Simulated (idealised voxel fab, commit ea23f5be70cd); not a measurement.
process module | voxel self aligned vias
cross-section cut | 155 nm wide | cells 5 nm
A cross-section is a grid of square cells, given in bands from the top down. A band is one or more rows of cells.
Each band's line starts with the height of the band's top and of its bottom, in nm. Then come its materials from left to right, each with its width in nm. One material with "throughout" fills the band from edge to edge. "air" is empty space.
Height 0 is the level under which the wafer as received is all one material. The lowest band goes on downwards, as in "0 down".
A width such as "30 to 40" changes by the same amount from each row of cells to the next, from the band's top row to its bottom row.
"no change" after a step means that no cell of the cross-section changed.
closed voids: empty space of 8 cells or more with no open way to the top, each as width x height at its distance from the left edge, in nm
after a step's settings: what the simulator itself notes on the step
overlay nm, on a step with a mask: how far to the right of its planned place the mask lay; to the left if negative
plan
1 op RECEIVE | material Si
2 op CONFORMAL_DEP | material SiO2 | thk nm 10
3 op CONFORMAL_DEP | material SiCN | thk nm 5
4 op DIRECTIONAL_DEP | material lowk | thk nm 25
5 op MASKED_ETCH | tone open | mask id LINES | width nm 20 | pitch nm 45 | etch materials lowk | depth nm 25 | overlay nm 0
6 op CONFORMAL_DEP | material TiN | thk nm 5
7 op FILL_DEP | material W | thk nm 5
8 op CMP | height nm 40
9 op SELECTIVE_ETCH | etch materials W Ru TiN | depth nm 5
10 op FILL_DEP | material SiN | thk nm 10
11 op CMP | height nm 40
12 op DIRECTIONAL_DEP | material lowk | thk nm 20
13 op PATTERN | tone open | mask id VIAS | material resist | width nm 30 | pitch nm 45 | thk nm 15 | overlay nm 0
14 op DIRECTIONAL_ETCH | etch materials lowk | depth nm 20
15 op DIRECTIONAL_ETCH | etch materials SiN | depth nm 5
16 op STRIP | etch materials resist
17 op CONFORMAL_DEP | material TiN | thk nm 5
18 op FILL_DEP | material W | thk nm 10
19 op CMP | height nm 60
20 op CONFORMAL_DEP | material SiN | thk nm 5
as received, after step 1
  0 down: Si throughout
  closed voids: none
first wafer at the end, as planned
  65 to 60: SiN throughout
  60 to 45: lowk 15 | TiN 5 | W 20 | TiN 5 | lowk 15 | TiN 5 | W 20 | TiN 5 | lowk 15 | TiN 5 | W 20 | TiN 5 | lowk 20
  45 to 40: lowk 15 | TiN 10 | W 10 | TiN 10 | lowk 15 | TiN 10 | W 10 | TiN 10 | lowk 15 | TiN 10 | W 10 | TiN 10 | lowk 20
  40 to 35: lowk 20 | TiN 20 | lowk 25 | TiN 20 | lowk 25 | TiN 20 | lowk 25
  35 to 20: lowk 20 | TiN 5 | W 10 | TiN 5 | lowk 25 | TiN 5 | W 10 | TiN 5 | lowk 25 | TiN 5 | W 10 | TiN 5 | lowk 25
  20 to 15: lowk 20 | TiN 20 | lowk 25 | TiN 20 | lowk 25 | TiN 20 | lowk 25
  15 to 10: SiCN throughout
  10 to 0: SiO2 throughout
  0 down: Si throughout
  closed voids: none
second wafer at the end: like start, like plan, one mistake
  65 to 60: SiN throughout
  60 to 45: lowk 20 | TiN 5 | W 20 | TiN 5 | lowk 15 | TiN 5 | W 20 | TiN 5 | lowk 15 | TiN 5 | W 20 | TiN 5 | lowk 15
  45 to 40: lowk 20 | TiN 5 | W 10 | TiN 15 | lowk 15 | TiN 5 | W 10 | TiN 15 | lowk 15 | TiN 5 | W 10 | TiN 15 | lowk 15
  40 to 35: lowk 20 | TiN 20 | lowk 25 | TiN 20 | lowk 25 | TiN 20 | lowk 25
  35 to 20: lowk 20 | TiN 5 | W 10 | TiN 5 | lowk 25 | TiN 5 | W 10 | TiN 5 | lowk 25 | TiN 5 | W 10 | TiN 5 | lowk 25
  20 to 15: lowk 20 | TiN 20 | lowk 25 | TiN 20 | lowk 25 | TiN 20 | lowk 25
  15 to 10: SiCN throughout
  10 to 0: SiO2 throughout
  0 down: Si throughout
  closed voids: none
what went wrong: step 13 ran as: op PATTERN | tone open | mask id VIAS | material resist | width nm 30 | pitch nm 45 | thk nm 15 | overlay nm 5
at the end the second wafer has, in cells: as many of each material as the first, in other places
